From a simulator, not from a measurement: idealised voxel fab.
This section sets out a process module, namely voxel ribs on slabs.
The figure presents cross-section cut, which has a width of 185 nm and is divided into square cells with an edge length of 5 nm.
We lay out every cross-section as a grid of square cells and spell it out in bands from the top down, where one band means one or more rows of cells.
Band entry format. Leading values: height of top, height of bottom, nm. Remainder: materials in left-to-right order, each with its width in nm. Special words: "everywhere" on a single material, which then fills the band edge to edge; "blank", empty space.
Height is counted from the level 0, under which the received wafer is composed throughout of one material. The lowest of the bands is not closed at the bottom but continues downward, in the notation "top 0, no bottom".
The width entry "30 to 40" should be interpreted row by row: the top row of cells in the band takes the first number, the bottom row takes the second number, and the change between adjacent rows is uniform throughout.
Take "no change" at face value: in the step it is given for, the cross-section changed in none of its cells.
Look at "Sealed void listing" for the closed voids: empty spaces with no open path to the top, sized 8 cells or up. Each is width x height at distance, distance from the left edge, all nm.
The remark found on a step's line after its settings is issued by the simulator itself and pertains to that step.
Each step line may optionally specify "overlay nm", which for a step with a mask gives the rightward distance between the mask's planned place and where it lay, a negative value indicating the leftward direction.
# The steps planned for the process are as follows
| 1 | RECEIVE with material Si |
| 2 | DIRECTIONAL_DEP with material SiO2, thk nm 20 |
| 3 | DIRECTIONAL_DEP with material polySi, thk nm 15 |
| 4 | MASKED_ETCH with tone cover, mask id RIB, width nm 15, etch materials polySi, depth nm 5, overlay nm 0 |
| 5 | MASKED_ETCH with tone cover, mask id SLAB, width nm 55, etch materials polySi, depth nm 10, overlay nm 0 |
| 6 | FILL_DEP with material SiO2, thk nm 20 |
| 7 | CMP with height nm 45 |
| 8 | DIRECTIONAL_DEP with material TiN, thk nm 5 |
| 9 | DIRECTIONAL_DEP with material aC, thk nm 10 |
| 10 | PATTERN with tone cover, mask id HEATER, material resist, width nm 15, thk nm 30, overlay nm 0 |
| 11 | DIRECTIONAL_ETCH with etch materials aC, depth nm 10 |
| 12 | STRIP with etch materials resist |
| 13 | DIRECTIONAL_ETCH with etch materials TiN, depth nm 5 |
| 14 | STRIP with etch materials aC |
| 15 | CONFORMAL_DEP with material SiN, thk nm 5 |
The wafers in this document start out alike and differ in the width nm applied at step 10; the plan shows the value used for the first wafer.
# Cross-section of the first of several received wafers, showing its state after step 1
  top 0, no bottom  Si everywhere
  Sealed void listing: none
# First of several wafers in cross-section at module end, following the final step, step 15
  top 55, bottom 50  80 blank / 25 SiN / 80 blank
  top 50, bottom 45  85 SiN / 15 TiN / 85 SiN
  top 45, bottom 35  SiO2 everywhere
  top 35, bottom 30  85 SiO2 / 15 polySi / 85 SiO2
  top 30, bottom 20  65 SiO2 / 55 polySi / 65 SiO2
  top 20, bottom 0  SiO2 everywhere
  top 0, no bottom  Si everywhere
  Sealed void listing: none
# Last wafer, end of module, cross-section
  top 55, bottom 50  70 blank / 50 SiN / 65 blank
  top 50, bottom 45  75 SiN / 40 TiN / 70 SiN
  top 45, bottom 35  SiO2 everywhere
  top 35, bottom 30  85 SiO2 / 15 polySi / 85 SiO2
  top 30, bottom 20  65 SiO2 / 55 polySi / 65 SiO2
  top 20, bottom 0  SiO2 everywhere
  top 0, no bottom  Si everywhere
  Sealed void listing: none
# Basically each wafer gets a line in the table, showing it at the end of the module: material by material, the cells it gained (+) or lost (-) since we got it, then its closed voids
width nm 15, +39 SiN, +308 SiO2, +3 TiN, +25 polySi, Sealed void listing: none
width nm 20, +39 SiN, +308 SiO2, +4 TiN, +25 polySi, Sealed void listing: none
width nm 25, +39 SiN, +308 SiO2, +5 TiN, +25 polySi, Sealed void listing: none
width nm 30, +39 SiN, +308 SiO2, +6 TiN, +25 polySi, Sealed void listing: none
width nm 35, +39 SiN, +308 SiO2, +7 TiN, +25 polySi, Sealed void listing: none
width nm 40, +39 SiN, +308 SiO2, +8 TiN, +25 polySi, Sealed void listing: none
